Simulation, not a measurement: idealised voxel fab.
Documented hereafter: the process module known as voxel self aligned contacts.
FYI the section here is cut, 225 nm wide, cells are 5 nm squares.
Cross-section = grid of square cells, listed top down in bands; band = one or more rows.
Basically the band line says how high the top is and how high the bottom is, in nm, and then what's in it from left to right, every material with its width in nm. Empty space shows up as "blank", and if a single material carries "edge to edge" it runs the full band edge to edge.
Height is counted from the level 0, under which the received wafer is composed throughout of one material. The lowest of the bands is not closed at the bottom but continues downward, in the notation "z 0 and below".
Note: "30->40" means the width goes from the first number (top row of the band) to the second number (bottom row) in equal steps per row of cells.
Reading "nothing altered" for a step: not a cell of the cross-section changed in it.
What "Closed internal voids" gives you is every empty space of 8 cells or more that is cut off from the top. Each appears as width x height at distance, with the distance taken from the left edge and width, height and distance all in nm.
Step line, after settings: the simulator's comment on this step.
The line of a step may include "overlay nm". On a step with a mask, this value is how far to the right of its planned place the mask lay. A negative value means the mask lay to the left.
# Listed below are the process steps as planned
1) RECEIVE (material Si)
2) OXIDIZE (depth nm 5)
3) DIRECTIONAL_DEP (material polySi; thk nm 20)
4) DIRECTIONAL_DEP (material SiN; thk nm 20)
5) DIRECTIONAL_DEP (material aC; thk nm 10)
6) PATTERN (tone cover; mask id GATE; material resist; width nm 25; pitch nm 50; thk nm 30; overlay nm 0)
7) DIRECTIONAL_ETCH (etch materials aC; depth nm 10)
8) STRIP (etch materials resist)
9) DIRECTIONAL_ETCH (etch materials SiN; depth nm 20)
10) DIRECTIONAL_ETCH (etch materials polySi; depth nm 20)
11) STRIP (etch materials aC)
12) CONFORMAL_DEP (material SiN; thk nm 5)
13) DIRECTIONAL_ETCH (etch materials SiN; depth nm 5)
14) FILL_DEP (material SiO2; thk nm 15)
15) CMP (height nm 50)
16) PATTERN (tone open; mask id CONTACT; material resist; width nm 35; pitch nm 50; thk nm 20; overlay nm 0)
17) DIRECTIONAL_ETCH (etch materials SiO2; depth nm 55)
18) STRIP (etch materials resist)
19) CONFORMAL_DEP (material TiN; thk nm 5)
20) FILL_DEP (material Ru; thk nm 5)
21) CMP (height nm 50)
22) CONFORMAL_DEP (material SiCN; thk nm 5)
# first wafer, as planned
# Incoming wafer, cross-sectional view, post step 1
	z 0 and below: Si edge to edge
	Closed internal voids: none
# Step 2 complete: cross-section through the wafer
	z 0 to -5: SiO2 edge to edge
	All layers under -5 are left as they were.
# Step 3 complete: cross-section through the wafer
	z 20 to 0: polySi edge to edge
	All layers under 0 are left as they were.
# Step 4 complete: cross-section through the wafer
	z 40 to 20: SiN edge to edge
	All layers under 20 are left as they were.
# Step 5 complete: cross-section through the wafer
	z 50 to 40: aC edge to edge
	All layers under 40 are left as they were.
# Step 6 complete: cross-section through the wafer
	z 80 to 50: blank 50 nm; resist 25 nm; blank 25 nm; resist 25 nm; blank 25 nm; resist 25 nm; blank 50 nm
	All layers under 50 are left as they were.
# Step 7 complete: cross-section through the wafer
	z 70 to 50: blank 50 nm; resist 25 nm; blank 25 nm; resist 25 nm; blank 25 nm; resist 25 nm; blank 50 nm
	z 50 to 40: blank 50 nm; aC 25 nm; blank 25 nm; aC 25 nm; blank 25 nm; aC 25 nm; blank 50 nm
	All layers under 40 are left as they were.
# Step 8 complete: cross-section through the wafer
	z 50 to 40: blank 50 nm; aC 25 nm; blank 25 nm; aC 25 nm; blank 25 nm; aC 25 nm; blank 50 nm
	All layers under 40 are left as they were.
# Step 9 complete: cross-section through the wafer
	z 50 to 40: blank 50 nm; aC 25 nm; blank 25 nm; aC 25 nm; blank 25 nm; aC 25 nm; blank 50 nm
	z 40 to 20: blank 50 nm; SiN 25 nm; blank 25 nm; SiN 25 nm; blank 25 nm; SiN 25 nm; blank 50 nm
	All layers under 20 are left as they were.
# Step 10 complete: cross-section through the wafer
	z 50 to 40: blank 50 nm; aC 25 nm; blank 25 nm; aC 25 nm; blank 25 nm; aC 25 nm; blank 50 nm
	z 40 to 20: blank 50 nm; SiN 25 nm; blank 25 nm; SiN 25 nm; blank 25 nm; SiN 25 nm; blank 50 nm
	z 20 to 0: blank 50 nm; polySi 25 nm; blank 25 nm; polySi 25 nm; blank 25 nm; polySi 25 nm; blank 50 nm
	All layers under 0 are left as they were.
# Step 11 complete: cross-section through the wafer
	z 40 to 20: blank 50 nm; SiN 25 nm; blank 25 nm; SiN 25 nm; blank 25 nm; SiN 25 nm; blank 50 nm
	All layers under 20 are left as they were.
# Step 12 complete: cross-section through the wafer
	z 45 to 20: blank 45 nm; SiN 35 nm; blank 15 nm; SiN 35 nm; blank 15 nm; SiN 35 nm; blank 45 nm
	z 20 to 5: blank 45 nm; SiN 5 nm; polySi 25 nm; SiN 5 nm; blank 15 nm; SiN 5 nm; polySi 25 nm; SiN 5 nm; blank 15 nm; SiN 5 nm; polySi 25 nm; SiN 5 nm; blank 45 nm
	z 5 to 0: SiN 50 nm; polySi 25 nm; SiN 25 nm; polySi 25 nm; SiN 25 nm; polySi 25 nm; SiN 50 nm
	All layers under 0 are left as they were.
# Step 13 complete: cross-section through the wafer
	z 40 to 20: blank 45 nm; SiN 35 nm; blank 15 nm; SiN 35 nm; blank 15 nm; SiN 35 nm; blank 45 nm
	z 20 to 0: blank 45 nm; SiN 5 nm; polySi 25 nm; SiN 5 nm; blank 15 nm; SiN 5 nm; polySi 25 nm; SiN 5 nm; blank 15 nm; SiN 5 nm; polySi 25 nm; SiN 5 nm; blank 45 nm
	All layers under 0 are left as they were.
# Step 14 complete: cross-section through the wafer
	z 55 to 40: SiO2 edge to edge
	z 40 to 20: SiO2 45 nm; SiN 35 nm; SiO2 15 nm; SiN 35 nm; SiO2 15 nm; SiN 35 nm; SiO2 45 nm
	z 20 to 0: SiO2 45 nm; SiN 5 nm; polySi 25 nm; SiN 5 nm; SiO2 15 nm; SiN 5 nm; polySi 25 nm; SiN 5 nm; SiO2 15 nm; SiN 5 nm; polySi 25 nm; SiN 5 nm; SiO2 45 nm
	All layers under 0 are left as they were.
# Step 15 complete: cross-section through the wafer
	z 50 to 40: SiO2 edge to edge
	All layers under 40 are left as they were.
# Step 16 complete: cross-section through the wafer
	z 70 to 50: resist 70 nm; blank 35 nm; resist 15 nm; blank 35 nm; resist 70 nm
	All layers under 50 are left as they were.
# Step 17 complete: cross-section through the wafer
	z 70 to 50: resist 70 nm; blank 35 nm; resist 15 nm; blank 35 nm; resist 70 nm
	z 50 to 40: SiO2 70 nm; blank 35 nm; SiO2 15 nm; blank 35 nm; SiO2 70 nm
	z 40 to 20: SiO2 45 nm; SiN 35 nm; blank 15 nm; SiN 35 nm; blank 15 nm; SiN 35 nm; SiO2 45 nm
	z 20 to 0: SiO2 45 nm; SiN 5 nm; polySi 25 nm; SiN 5 nm; blank 15 nm; SiN 5 nm; polySi 25 nm; SiN 5 nm; blank 15 nm; SiN 5 nm; polySi 25 nm; SiN 5 nm; SiO2 45 nm
	z 0 to -5: SiO2 80 nm; blank 15 nm; SiO2 35 nm; blank 15 nm; SiO2 80 nm
	All layers under -5 are left as they were.
# Step 18 complete: cross-section through the wafer
	z 50 to 40: SiO2 70 nm; blank 35 nm; SiO2 15 nm; blank 35 nm; SiO2 70 nm
	All layers under 40 are left as they were.
# Step 19 complete: cross-section through the wafer
	z 55 to 50: TiN 75 nm; blank 25 nm; TiN 25 nm; blank 25 nm; TiN 75 nm
	z 50 to 40: SiO2 70 nm; TiN 5->15 nm; blank 25->5 nm; TiN 5->15 nm; SiO2 15 nm; TiN 5->15 nm; blank 25->5 nm; TiN 5->15 nm; SiO2 70 nm
	z 40 to 20: SiO2 45 nm; SiN 35 nm; TiN 5 nm; blank 5 nm; TiN 5 nm; SiN 35 nm; TiN 5 nm; blank 5 nm; TiN 5 nm; SiN 35 nm; SiO2 45 nm
	z 20 to 0: SiO2 45 nm; SiN 5 nm; polySi 25 nm; SiN 5 nm; TiN 5 nm; blank 5 nm; TiN 5 nm; SiN 5 nm; polySi 25 nm; SiN 5 nm; TiN 5 nm; blank 5 nm; TiN 5 nm; SiN 5 nm; polySi 25 nm; SiN 5 nm; SiO2 45 nm
	z 0 to -5: SiO2 80 nm; TiN 15 nm; SiO2 35 nm; TiN 15 nm; SiO2 80 nm
	All layers under -5 are left as they were.
# Step 20 complete: cross-section through the wafer
	z 60 to 55: Ru edge to edge
	z 55 to 50: TiN 75 nm; Ru 25 nm; TiN 25 nm; Ru 25 nm; TiN 75 nm
	z 50 to 40: SiO2 70 nm; TiN 5->15 nm; Ru 25->5 nm; TiN 5->15 nm; SiO2 15 nm; TiN 5->15 nm; Ru 25->5 nm; TiN 5->15 nm; SiO2 70 nm
	z 40 to 20: SiO2 45 nm; SiN 35 nm; TiN 5 nm; Ru 5 nm; TiN 5 nm; SiN 35 nm; TiN 5 nm; Ru 5 nm; TiN 5 nm; SiN 35 nm; SiO2 45 nm
	z 20 to 0: SiO2 45 nm; SiN 5 nm; polySi 25 nm; SiN 5 nm; TiN 5 nm; Ru 5 nm; TiN 5 nm; SiN 5 nm; polySi 25 nm; SiN 5 nm; TiN 5 nm; Ru 5 nm; TiN 5 nm; SiN 5 nm; polySi 25 nm; SiN 5 nm; SiO2 45 nm
	All layers under 0 are left as they were.
# Step 21 complete: cross-section through the wafer
	z 50 to 40: SiO2 70 nm; TiN 5->15 nm; Ru 25->5 nm; TiN 5->15 nm; SiO2 15 nm; TiN 5->15 nm; Ru 25->5 nm; TiN 5->15 nm; SiO2 70 nm
	All layers under 40 are left as they were.
# Step 22 complete: cross-section through the wafer
	z 55 to 50: SiCN edge to edge
	All layers under 50 are left as they were.
# Now the other wafer: same start, same recipe, but we messed up one thing when running it. Up to and including step 5 it's the same as the first one
# Cross-section of the second wafer at the time step 6 of the plan should have ended
	z 80 to 50: blank 60 nm; resist 25 nm; blank 25 nm; resist 25 nm; blank 25 nm; resist 25 nm; blank 40 nm
	All layers under 50 are left as they were.
# Cross-section of the second wafer at the time step 7 of the plan should have ended
	z 70 to 50: blank 60 nm; resist 25 nm; blank 25 nm; resist 25 nm; blank 25 nm; resist 25 nm; blank 40 nm
	z 50 to 40: blank 60 nm; aC 25 nm; blank 25 nm; aC 25 nm; blank 25 nm; aC 25 nm; blank 40 nm
	All layers under 40 are left as they were.
# Cross-section of the second wafer at the time step 8 of the plan should have ended
	z 50 to 40: blank 60 nm; aC 25 nm; blank 25 nm; aC 25 nm; blank 25 nm; aC 25 nm; blank 40 nm
	All layers under 40 are left as they were.
# Cross-section of the second wafer at the time step 9 of the plan should have ended
	z 50 to 40: blank 60 nm; aC 25 nm; blank 25 nm; aC 25 nm; blank 25 nm; aC 25 nm; blank 40 nm
	z 40 to 20: blank 60 nm; SiN 25 nm; blank 25 nm; SiN 25 nm; blank 25 nm; SiN 25 nm; blank 40 nm
	All layers under 20 are left as they were.
# Cross-section of the second wafer at the time step 10 of the plan should have ended
	z 50 to 40: blank 60 nm; aC 25 nm; blank 25 nm; aC 25 nm; blank 25 nm; aC 25 nm; blank 40 nm
	z 40 to 20: blank 60 nm; SiN 25 nm; blank 25 nm; SiN 25 nm; blank 25 nm; SiN 25 nm; blank 40 nm
	z 20 to 0: blank 60 nm; polySi 25 nm; blank 25 nm; polySi 25 nm; blank 25 nm; polySi 25 nm; blank 40 nm
	All layers under 0 are left as they were.
# Cross-section of the second wafer at the time step 11 of the plan should have ended
	z 40 to 20: blank 60 nm; SiN 25 nm; blank 25 nm; SiN 25 nm; blank 25 nm; SiN 25 nm; blank 40 nm
	All layers under 20 are left as they were.
# Cross-section of the second wafer at the time step 12 of the plan should have ended
	z 45 to 20: blank 55 nm; SiN 35 nm; blank 15 nm; SiN 35 nm; blank 15 nm; SiN 35 nm; blank 35 nm
	z 20 to 5: blank 55 nm; SiN 5 nm; polySi 25 nm; SiN 5 nm; blank 15 nm; SiN 5 nm; polySi 25 nm; SiN 5 nm; blank 15 nm; SiN 5 nm; polySi 25 nm; SiN 5 nm; blank 35 nm
	z 5 to 0: SiN 60 nm; polySi 25 nm; SiN 25 nm; polySi 25 nm; SiN 25 nm; polySi 25 nm; SiN 40 nm
	All layers under 0 are left as they were.
# Cross-section of the second wafer at the time step 13 of the plan should have ended
	z 40 to 20: blank 55 nm; SiN 35 nm; blank 15 nm; SiN 35 nm; blank 15 nm; SiN 35 nm; blank 35 nm
	z 20 to 0: blank 55 nm; SiN 5 nm; polySi 25 nm; SiN 5 nm; blank 15 nm; SiN 5 nm; polySi 25 nm; SiN 5 nm; blank 15 nm; SiN 5 nm; polySi 25 nm; SiN 5 nm; blank 35 nm
	All layers under 0 are left as they were.
# Cross-section of the second wafer at the time step 14 of the plan should have ended
	z 55 to 40: SiO2 edge to edge
	z 40 to 20: SiO2 55 nm; SiN 35 nm; SiO2 15 nm; SiN 35 nm; SiO2 15 nm; SiN 35 nm; SiO2 35 nm
	z 20 to 0: SiO2 55 nm; SiN 5 nm; polySi 25 nm; SiN 5 nm; SiO2 15 nm; SiN 5 nm; polySi 25 nm; SiN 5 nm; SiO2 15 nm; SiN 5 nm; polySi 25 nm; SiN 5 nm; SiO2 35 nm
	All layers under 0 are left as they were.
# Cross-section of the second wafer at the time step 15 of the plan should have ended
	z 50 to 40: SiO2 edge to edge
	All layers under 40 are left as they were.
# Cross-section of the second wafer at the time step 16 of the plan should have ended
	z 70 to 50: resist 70 nm; blank 35 nm; resist 15 nm; blank 35 nm; resist 70 nm
	All layers under 50 are left as they were.
# Cross-section of the second wafer at the time step 17 of the plan should have ended
	z 70 to 50: resist 70 nm; blank 35 nm; resist 15 nm; blank 35 nm; resist 70 nm
	z 50 to 40: SiO2 70 nm; blank 35 nm; SiO2 15 nm; blank 35 nm; SiO2 70 nm
	z 40 to 20: SiO2 55 nm; SiN 35 nm; blank 15 nm; SiN 35 nm; blank 15 nm; SiN 35 nm; SiO2 35 nm
	z 20 to 0: SiO2 55 nm; SiN 5 nm; polySi 25 nm; SiN 5 nm; blank 15 nm; SiN 5 nm; polySi 25 nm; SiN 5 nm; blank 15 nm; SiN 5 nm; polySi 25 nm; SiN 5 nm; SiO2 35 nm
	z 0 to -5: SiO2 90 nm; blank 15 nm; SiO2 35 nm; blank 15 nm; SiO2 70 nm
	All layers under -5 are left as they were.
# Cross-section of the second wafer at the time step 18 of the plan should have ended
	z 50 to 40: SiO2 70 nm; blank 35 nm; SiO2 15 nm; blank 35 nm; SiO2 70 nm
	All layers under 40 are left as they were.
# Cross-section of the second wafer at the time step 19 of the plan should have ended
	z 55 to 50: TiN 75 nm; blank 25 nm; TiN 25 nm; blank 25 nm; TiN 75 nm
	z 50 to 40: SiO2 70 nm; TiN 5->25 nm; blank 25->5 nm; TiN 5 nm; SiO2 15 nm; TiN 5->25 nm; blank 25->5 nm; TiN 5 nm; SiO2 70 nm
	z 40 to 20: SiO2 55 nm; SiN 35 nm; TiN 5 nm; blank 5 nm; TiN 5 nm; SiN 35 nm; TiN 5 nm; blank 5 nm; TiN 5 nm; SiN 35 nm; SiO2 35 nm
	z 20 to 0: SiO2 55 nm; SiN 5 nm; polySi 25 nm; SiN 5 nm; TiN 5 nm; blank 5 nm; TiN 5 nm; SiN 5 nm; polySi 25 nm; SiN 5 nm; TiN 5 nm; blank 5 nm; TiN 5 nm; SiN 5 nm; polySi 25 nm; SiN 5 nm; SiO2 35 nm
	z 0 to -5: SiO2 90 nm; TiN 15 nm; SiO2 35 nm; TiN 15 nm; SiO2 70 nm
	All layers under -5 are left as they were.
# Cross-section of the second wafer at the time step 20 of the plan should have ended
	z 60 to 55: Ru edge to edge
	z 55 to 50: TiN 75 nm; Ru 25 nm; TiN 25 nm; Ru 25 nm; TiN 75 nm
	z 50 to 40: SiO2 70 nm; TiN 5->25 nm; Ru 25->5 nm; TiN 5 nm; SiO2 15 nm; TiN 5->25 nm; Ru 25->5 nm; TiN 5 nm; SiO2 70 nm
	z 40 to 20: SiO2 55 nm; SiN 35 nm; TiN 5 nm; Ru 5 nm; TiN 5 nm; SiN 35 nm; TiN 5 nm; Ru 5 nm; TiN 5 nm; SiN 35 nm; SiO2 35 nm
	z 20 to 0: SiO2 55 nm; SiN 5 nm; polySi 25 nm; SiN 5 nm; TiN 5 nm; Ru 5 nm; TiN 5 nm; SiN 5 nm; polySi 25 nm; SiN 5 nm; TiN 5 nm; Ru 5 nm; TiN 5 nm; SiN 5 nm; polySi 25 nm; SiN 5 nm; SiO2 35 nm
	All layers under 0 are left as they were.
# Cross-section of the second wafer at the time step 21 of the plan should have ended
	z 50 to 40: SiO2 70 nm; TiN 5->25 nm; Ru 25->5 nm; TiN 5 nm; SiO2 15 nm; TiN 5->25 nm; Ru 25->5 nm; TiN 5 nm; SiO2 70 nm
	All layers under 40 are left as they were.
# Cross-section of the second wafer at the time step 22 of the plan should have ended
	z 55 to 50: SiCN edge to edge
	All layers under 50 are left as they were.
What was the processing mistake? step 6 ran with different settings than intended, the actual operation and settings being PATTERN (tone cover; mask id GATE; material resist; width nm 25; pitch nm 50; thk nm 30; overlay nm 10)
The two final wafers agree on how many cells each material fills and disagree on which cells those are.
